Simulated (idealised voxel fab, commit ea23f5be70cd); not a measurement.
This is a process module. Its name is voxel quadruple lines.
The figure presents cross-section cut, which has a width of 190 nm and is divided into square cells with an edge length of 5 nm.
Format of a cross-section: grid, square cells. Given as bands. Order: top down. Band: one or more rows of cells. The entry gives the band's vertical extent as a top height and a bottom height in nm, then its horizontal make-up as materials from left to right, each with a width in nm. "blank" stands for empty space; a single material marked "full width" fills the band edge to edge. A quick word on heights: they are counted from 0, and under that level the wafer as it came to us is one material throughout. The lowest band is different from the rest in having no bottom; it simply continues downward, written as in "z 0 and below". Width: "30 to 40" (first number = top row, second number = bottom row, same change from row to row of cells). "nothing altered" -> step changed no cross-section cell. The label "Enclosed void list" introduces a list of the empty spaces, 8 cells or larger, that have no open way up to the top; each entry in it reads width x height at distance, where the distance is taken from the left edge and all three are stated in nm. That trailing text on a step's line, after the settings, is the simulator's own remark on the step. Regarding "overlay nm": on a step with a mask, it is the distance the mask lay to the right of its planned place; a negative value places it to the left.
STEPS IN THE PROCESS PLAN
step 1: RECEIVE | material Si
step 2: CONFORMAL_DEP | material SiO2 | thk nm 10
step 3: DIRECTIONAL_DEP | material TiN | thk nm 10
step 4: DIRECTIONAL_DEP | material polySi | thk nm 20
step 5: DIRECTIONAL_DEP | material aC | thk nm 25
step 6: PATTERN | tone cover | mask id MANDREL | material resist | width nm 20 | thk nm 35 | overlay nm 0
step 7: DIRECTIONAL_ETCH | etch materials aC | depth nm 25
step 8: STRIP | etch materials resist
step 9: CONFORMAL_DEP | material SiO2 | thk nm 10
step 10: DIRECTIONAL_ETCH | etch materials SiO2 | depth nm 10
step 11: STRIP | etch materials aC
step 12: DIRECTIONAL_ETCH | etch materials polySi | depth nm 20
step 13: STRIP | etch materials SiO2
step 14: CONFORMAL_DEP | material SiN | thk nm 5
step 15: DIRECTIONAL_ETCH | etch materials SiN | depth nm 5
step 16: STRIP | etch materials polySi
step 17: DIRECTIONAL_ETCH | etch materials TiN | depth nm 10
step 18: STRIP | etch materials SiN
step 19: FILL_DEP | material SiO2 | thk nm 10
step 20: CMP | height nm 20
HERE'S WHAT THE WAFER LOOKED LIKE IN CROSS-SECTION WHEN IT ARRIVED - THAT'S AFTER STEP 1
  z 0 and below = Si full width
  Enclosed void list: none
HERE'S THE WAFER CUT IN CROSS-SECTION AFTER THE MODULE, STARTED AND PLANNED JUST LIKE ABOVE, EXCEPT ONE THING WAS DONE WRONG IN THE RUN
  z 20 to 10 = SiO2 full width
  z 10 to 0 = 70 nm SiO2, 5 nm TiN, 10 nm SiO2, 5 nm TiN, 10 nm SiO2, 5 nm TiN, 10 nm SiO2, 5 nm TiN, 70 nm SiO2
  z 0 and below = Si full width
  Enclosed void list: none
Against the plan, the run slipped here: step 2 of the plan got skipped, so it never ran
